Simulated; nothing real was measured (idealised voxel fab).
Process module name: voxel local oxidation
The figure presents cross-section cut, which has a width of 300 nm and is divided into square cells with an edge length of 5 nm.
Notation: cross-section as square-cell grid; stated in bands, top first, going down; one or more cell rows per band. It is stipulated that each band's entry specify, in nanometres, the height of the top of the band and then that of its bottom, followed by the materials of the band in left-to-right sequence, each together with its width in nanometres. A single material marked by the word "everywhere" is understood to fill the band from edge to edge; the word "empty" is understood to denote empty space. Height reference: 0 = level under which incoming wafer is all one material. Lowest band: no bottom, runs on downward, e.g. "0 and below". Think of "30->40" as a width that walks from the first number to the second as you go down the band, top row to bottom row, taking equal-sized steps from row to row. "no alteration" for a step: no cell of the cross-section changed in that step. "Enclosed void inventory" enumerates empty spaces isolated from the top, with no open way to it, that contain at least 8 cells, giving each as width x height at distance from the left edge, all three in nm. Read whatever lies past the settings on a step's line as the simulator's own remark about the step. Steps that use a mask can have "overlay nm" on their line. It says how far the mask sat to the right of where it was meant to be. Negative means to the left.
**plan**
1: op RECEIVE | material Si
2: op CONFORMAL_DEP | material SiO2 | thk nm 5
3: op CONFORMAL_DEP | material SiN | thk nm 15
4: op PATTERN | tone cover | mask id ACTIVE | material resist | width nm 105 | thk nm 20 | overlay nm 0
5: op DIRECTIONAL_ETCH | etch materials SiN | depth nm 5
6: op STRIP | etch materials resist
7: op SELECTIVE_ETCH | etch materials SiO2 | depth nm 5
8: op OXIDIZE | depth nm 10
9: op STRIP | etch materials SiN
For clarity, it should be stated that the wafers under discussion commence in an identical condition and differ with respect to the depth nm of step 5, the plan indicating the value that the first wafer had.
**First wafer of several, as received: cross-section after step 1**
    0 and below | Si everywhere
    Enclosed void inventory: none
**wafer rows; end of module; cells per material since receipt: (+) gained, (-) lost; then closed voids**
depth nm 5, +60 SiO2, Enclosed void inventory: none
depth nm 10, +60 SiO2, Enclosed void inventory: none
depth nm 15, -90 Si, +109 SiO2, Enclosed void inventory: none
depth nm 20, -90 Si, +109 SiO2, Enclosed void inventory: none
depth nm 25, -90 Si, +109 SiO2, Enclosed void inventory: none
depth nm 30, -90 Si, +109 SiO2, Enclosed void inventory: none
